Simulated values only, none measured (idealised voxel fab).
You're looking at the process module voxel fin reveal.
cross-section cut | 200 nm wide | cells 5 nm
A cross-section is a grid of square cells, given in bands from the top down. A band is one or more rows of cells.
Band: top and bottom heights (nm) first, top before bottom; then materials from left to right, widths in nm. "all across" marks a sole material filling the band edge to edge. "blank" denotes empty space.
Heights are measured from 0, the level below which the as-received wafer is all one material; the lowest band has no bottom and continues downward, written as in "0 and below".
Note: "30..40" means the width goes from the first number (top row of the band) to the second number (bottom row) in equal steps per row of cells.
What does "stayed the same" mean for a step? It means no cell of the cross-section changed in that step.
Under "Enclosed void listing" you'll find the enclosed gaps, the ones with no way out to the top, that are 8 cells or bigger; each reads width x height at distance, with distance counted from the left edge, everything in nm.
Read whatever lies past the settings on a step's line as the simulator's own remark about the step.
If you see "overlay nm" on a step's line and that step has a mask, it's telling you how far right of where it was planned the mask ended up; a negative number means it went left instead.
## plan
1: RECEIVE with material Si
2: CONFORMAL_DEP with material SiN, thk nm 10
3: MASKED_ETCH with tone cover, mask id FINS, width nm 15, pitch nm 35, etch materials SiN, depth nm 10, overlay nm 0
4: MASKED_ETCH with tone cover, mask id FINS, width nm 15, pitch nm 35, etch materials Si, depth nm 35, overlay nm 0
5: OXIDIZE with depth nm 5
6: FILL_DEP with material SiO2, thk nm 10
7: CMP with height nm 10
8: SELECTIVE_ETCH with etch materials SiO2, depth nm 35
9: STRIP with etch materials SiN
10: CONFORMAL_DEP with material HfO2, thk nm 5
## As received (post step 1): cross-section
- 0 and below = Si all across
- Enclosed void listing: none
## The module was run from the start shown above using the plan shown above, but one mistake was made doing it; the resulting wafer cross-section is below
- 5 down to 0 = blank 40 nm / HfO2 15 nm / blank 20 nm / HfO2 15 nm / blank 20 nm / HfO2 15 nm / blank 20 nm / HfO2 15 nm / blank 40 nm
- 0 down to -20 = blank 40 nm / HfO2 5 nm / Si 5 nm / HfO2 5 nm / blank 20 nm / HfO2 5 nm / Si 5 nm / HfO2 5 nm / blank 20 nm / HfO2 5 nm / Si 5 nm / HfO2 5 nm / blank 20 nm / HfO2 5 nm / Si 5 nm / HfO2 5 nm / blank 40 nm
- -20 down to -25 = HfO2 45 nm / Si 5 nm / HfO2 30 nm / Si 5 nm / HfO2 30 nm / Si 5 nm / HfO2 30 nm / Si 5 nm / HfO2 45 nm
- -25 down to -75 = SiO2 45 nm / Si 5 nm / SiO2 30 nm / Si 5 nm / SiO2 30 nm / Si 5 nm / SiO2 30 nm / Si 5 nm / SiO2 45 nm
- -75 and below = Si all across
- Enclosed void listing: none
Finding, execution versus plan: heads up, step 4 of the plan got done twice
